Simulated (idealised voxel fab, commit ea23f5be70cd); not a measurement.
The following is a process module called voxel wiring stack.
We display cut, a cross-section 200 nm in width whose square cells are each 5 nm.
In this document a cross-section is written as a grid of square cells. It is given as a series of bands, listed from the top down, and a band is one or more rows of cells. Each band's line starts with the height of the band's top and of its bottom, in nm. Then come its materials from left to right, each with its width in nm. One material with "throughout" fills the band from edge to edge. "empty" is empty space. Beneath 0, the wafer as received is one material, and that level is where height counting begins. The lowest band goes on downward without a bottom; it is written like "0 -> down". A width such as "30..40" changes by the same amount from each row of cells to the next, from the band's top row to its bottom row. You'll sometimes find "remains unaltered" written for a step, and that's the way of saying that nowhere in the cross-section did a cell change during that step. "Enclosed void entries": empty spaces of 8 cells or more with no open way to the top, each given as width x height at distance, distance from the left edge, all in nm. Where a step's line continues beyond its settings, the continuation is a remark by the simulator itself on that step. "overlay nm" on a masked step: distance the mask lay right of its planned place, negative for left.

[Process steps (planned)]
step 1: RECEIVE [material Si]
step 2: CONFORMAL_DEP [material SiO2] [thk nm 15]
step 3: DIRECTIONAL_DEP [material TiN] [thk nm 5]
step 4: DIRECTIONAL_DEP [material Ru] [thk nm 15]
step 5: MASKED_ETCH [tone cover] [mask id METAL_1] [width nm 30] [pitch nm 60] [etch materials Ru] [depth nm 15] [overlay nm 0]
step 6: MASKED_ETCH [tone cover] [mask id METAL_1] [width nm 30] [pitch nm 60] [etch materials TiN] [depth nm 5] [overlay nm 0]
step 7: FILL_DEP [material lowk] [thk nm 5]
step 8: CMP [height nm 35]
step 9: CONFORMAL_DEP [material SiCN] [thk nm 5]
step 10: DIRECTIONAL_DEP [material lowk] [thk nm 20]
step 11: PATTERN [tone open] [mask id PLUG_1] [material resist] [width nm 15] [pitch nm 60] [thk nm 15] [overlay nm 0]
step 12: DIRECTIONAL_ETCH [etch materials lowk] [depth nm 20]
step 13: DIRECTIONAL_ETCH [etch materials SiCN] [depth nm 5]
step 14: STRIP [etch materials resist]
step 15: CONFORMAL_DEP [material TiN] [thk nm 5]
step 16: FILL_DEP [material Cu] [thk nm 5]
step 17: CMP [height nm 60]
step 18: DIRECTIONAL_DEP [material TiN] [thk nm 5]
step 19: DIRECTIONAL_DEP [material W] [thk nm 15]
step 20: PATTERN [tone cover] [mask id METAL_2] [material resist] [width nm 30] [pitch nm 60] [thk nm 20] [overlay nm 0]
step 21: DIRECTIONAL_ETCH [etch materials W] [depth nm 15]
step 22: DIRECTIONAL_ETCH [etch materials TiN] [depth nm 5]
step 23: STRIP [etch materials resist]
step 24: CONFORMAL_DEP [material SiCN] [thk nm 5]
step 25: FILL_DEP [material lowk] [thk nm 10]
step 26: CMP [height nm 80]
step 27: CONFORMAL_DEP [material SiCN] [thk nm 5]
step 28: DIRECTIONAL_DEP [material SiO2] [thk nm 20]
step 29: MASKED_ETCH [tone open] [mask id PLUG_2] [width nm 15] [pitch nm 60] [etch materials SiO2] [depth nm 20] [overlay nm 0]
step 30: MASKED_ETCH [tone open] [mask id PLUG_2] [width nm 15] [pitch nm 60] [etch materials SiCN] [depth nm 5] [overlay nm 0]
step 31: EPI [material Ru] [thk nm 10]
step 32: EPI [material Ru] [thk nm 10]
step 33: EPI [material Ru] [thk nm 5]
step 34: DIRECTIONAL_DEP [material TiN] [thk nm 5]
step 35: DIRECTIONAL_DEP [material W] [thk nm 25]
step 36: MASKED_ETCH [tone cover] [mask id METAL_3] [width nm 30] [pitch nm 60] [etch materials W] [depth nm 25] [overlay nm 0]
step 37: MASKED_ETCH [tone cover] [mask id METAL_3] [width nm 30] [pitch nm 60] [etch materials TiN] [depth nm 5] [overlay nm 0]
step 38: CONFORMAL_DEP [material SiN] [thk nm 5]
step 39: FILL_DEP [material lowk] [thk nm 10]
step 40: CMP [height nm 135]
step 41: CONFORMAL_DEP [material SiN] [thk nm 5]

[As-received wafer cross-section (after step 1)]
	0 -> down: Si throughout
	Enclosed void entries: none

[Cross-sectional view of the first of the two wafers upon completion of the module, processed in accordance with the plan]
	140 -> 135: SiN throughout
	135 -> 110: lowk 50 nm; SiN 5 nm; W 30 nm; SiN 5 nm; lowk 20 nm; SiN 5 nm; W 30 nm; SiN 5 nm; lowk 50 nm
	110 -> 105: SiN 55 nm; TiN 30 nm; SiN 30 nm; TiN 30 nm; SiN 55 nm
	105 -> 85: SiO2 55 nm; Ru 15 nm; SiO2 45 nm; Ru 15 nm; SiO2 70 nm
	85 -> 80: SiCN 55 nm; Ru 15 nm; SiCN 45 nm; Ru 15 nm; SiCN 70 nm
	80 -> 65: lowk 50 nm; SiCN 5 nm; W 30 nm; SiCN 5 nm; lowk 20 nm; SiCN 5 nm; W 30 nm; SiCN 5 nm; lowk 50 nm
	65 -> 60: SiCN 55 nm; TiN 30 nm; SiCN 30 nm; TiN 30 nm; SiCN 55 nm
	60 -> 40: lowk 55 nm; TiN 5 nm; Cu 5 nm; TiN 5 nm; lowk 45 nm; TiN 5 nm; Cu 5 nm; TiN 5 nm; lowk 70 nm
	40 -> 35: SiCN 55 nm; TiN 15 nm; SiCN 45 nm; TiN 15 nm; SiCN 70 nm
	35 -> 20: lowk 55 nm; Ru 30 nm; lowk 30 nm; Ru 30 nm; lowk 55 nm
	20 -> 15: lowk 55 nm; TiN 30 nm; lowk 30 nm; TiN 30 nm; lowk 55 nm
	15 -> 0: SiO2 throughout
	0 -> down: Si throughout
	Enclosed void entries: none

[Wafer two cross-section, module end. Start and plan unchanged from wafer one; one mistake made during the run]
	140 -> 135: SiN throughout
	135 -> 120: lowk 50 nm; SiN 5 nm; W 15 nm; SiN 5 nm; lowk 35 nm; SiN 5 nm; W 15 nm; SiN 5 nm; lowk 65 nm
	120 -> 110: lowk 50 nm; SiN 5 nm; W 15..30 nm; SiN 20..5 nm; lowk 20 nm; SiN 5 nm; W 15..30 nm; SiN 20..5 nm; lowk 50 nm
	110 -> 105: lowk 50 nm; SiN 5 nm; TiN 15 nm; W 15 nm; SiN 5 nm; lowk 20 nm; SiN 5 nm; TiN 15 nm; W 15 nm; SiN 5 nm; lowk 50 nm
	105 -> 90: lowk 50 nm; SiN 5 nm; SiO2 15 nm; W 15 nm; SiN 5 nm; lowk 20 nm; SiN 5 nm; SiO2 15 nm; W 15 nm; SiN 5 nm; lowk 50 nm
	90 -> 85: SiN 55 nm; SiO2 15 nm; TiN 15 nm; SiN 30 nm; SiO2 15 nm; TiN 15 nm; SiN 55 nm
	85 -> 80: SiCN throughout
	80 -> 65: lowk 50 nm; SiCN 5 nm; W 30 nm; SiCN 5 nm; lowk 20 nm; SiCN 5 nm; W 30 nm; SiCN 5 nm; lowk 50 nm
	65 -> 60: SiCN 55 nm; TiN 30 nm; SiCN 30 nm; TiN 30 nm; SiCN 55 nm
	60 -> 40: lowk 55 nm; TiN 5 nm; Cu 5 nm; TiN 5 nm; lowk 45 nm; TiN 5 nm; Cu 5 nm; TiN 5 nm; lowk 70 nm
	40 -> 35: SiCN 55 nm; TiN 15 nm; SiCN 45 nm; TiN 15 nm; SiCN 70 nm
	35 -> 20: lowk 55 nm; Ru 30 nm; lowk 30 nm; Ru 30 nm; lowk 55 nm
	20 -> 15: lowk 55 nm; TiN 30 nm; lowk 30 nm; TiN 30 nm; lowk 55 nm
	15 -> 0: SiO2 throughout
	0 -> down: Si throughout
	Enclosed void entries: none
What broke from the plan during processing? so step 29 ended up running with a different setting than we planned, it ran as MASKED_ETCH [tone cover] [mask id PLUG_2] [width nm 15] [pitch nm 60] [etch materials SiO2] [depth nm 20] [overlay nm 0]
Final tally in cells, some materials are higher or lower on the second wafer than on the first: Ru -30, SiCN +6, SiN +22, SiO2 -112, lowk +114
